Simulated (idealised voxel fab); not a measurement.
Process module heading - voxel released beams
Square cells of 5 nm make up the cross-section cut, whose width is 240 nm.
Throughout this document, each cross-section is represented as a grid of square cells and is presented as a sequence of bands enumerated from the top downward, where a band comprises one or more rows of cells. Band: top and bottom heights (nm) first, top before bottom; then materials from left to right, widths in nm. "all across" marks a sole material filling the band edge to edge. "blank" denotes empty space. Heights are measured from 0, the level below which the as-received wafer is all one material; the lowest band has no bottom and continues downward, written as in "0 and below". Width: "30 to 40" (first number = top row, second number = bottom row, same change from row to row of cells). What does "remains unaltered" mean for a step? It means no cell of the cross-section changed in that step. Any empty space of 8 cells or more lacking an open way to the top shows up in "Unvented voids" as width x height at distance, distance from the left edge, in nm. Formally, on a step line, whatever follows the settings is a remark that the simulator itself makes on the step. overlay nm: how far to the right of its planned place the mask lay on this masked step (negative: to the left).

Steps planned for the process:
step 1: RECEIVE,material Si
step 2: CONFORMAL_DEP,material SiN,thk nm 5
step 3: DIRECTIONAL_DEP,material SiO2,thk nm 15
step 4: PATTERN,tone open,mask id ANCHOR,material resist,width nm 40,thk nm 15,overlay nm 0
step 5: DIRECTIONAL_ETCH,etch materials SiO2,depth nm 15
step 6: STRIP,etch materials resist
step 7: CONFORMAL_DEP,material TiN,thk nm 15
step 8: MASKED_ETCH,tone cover,mask id BEAM,width nm 85,etch materials TiN,depth nm 15,overlay nm 0
step 9: STRIP,etch materials SiO2

Wafer as received: cross-section following step 1:
> 0 and below = Si all across
> Unvented voids: none

Final wafer profile in cross-section after the module, from the same start and plan as above, with one mistake made during processing:
> 35 down to 20 = blank: 70 | TiN: 25 | blank: 10 | TiN: 60 | blank: 75
> 20 down to 5 = blank: 80 | TiN: 40 | blank: 120
> 5 down to 0 = SiN all across
> 0 and below = Si all across
> Unvented voids: none
Nonconformance to the process plan: not per plan at step 8, really ran MASKED_ETCH,tone cover,mask id BEAM,width nm 95,etch materials TiN,depth nm 15,overlay nm 0
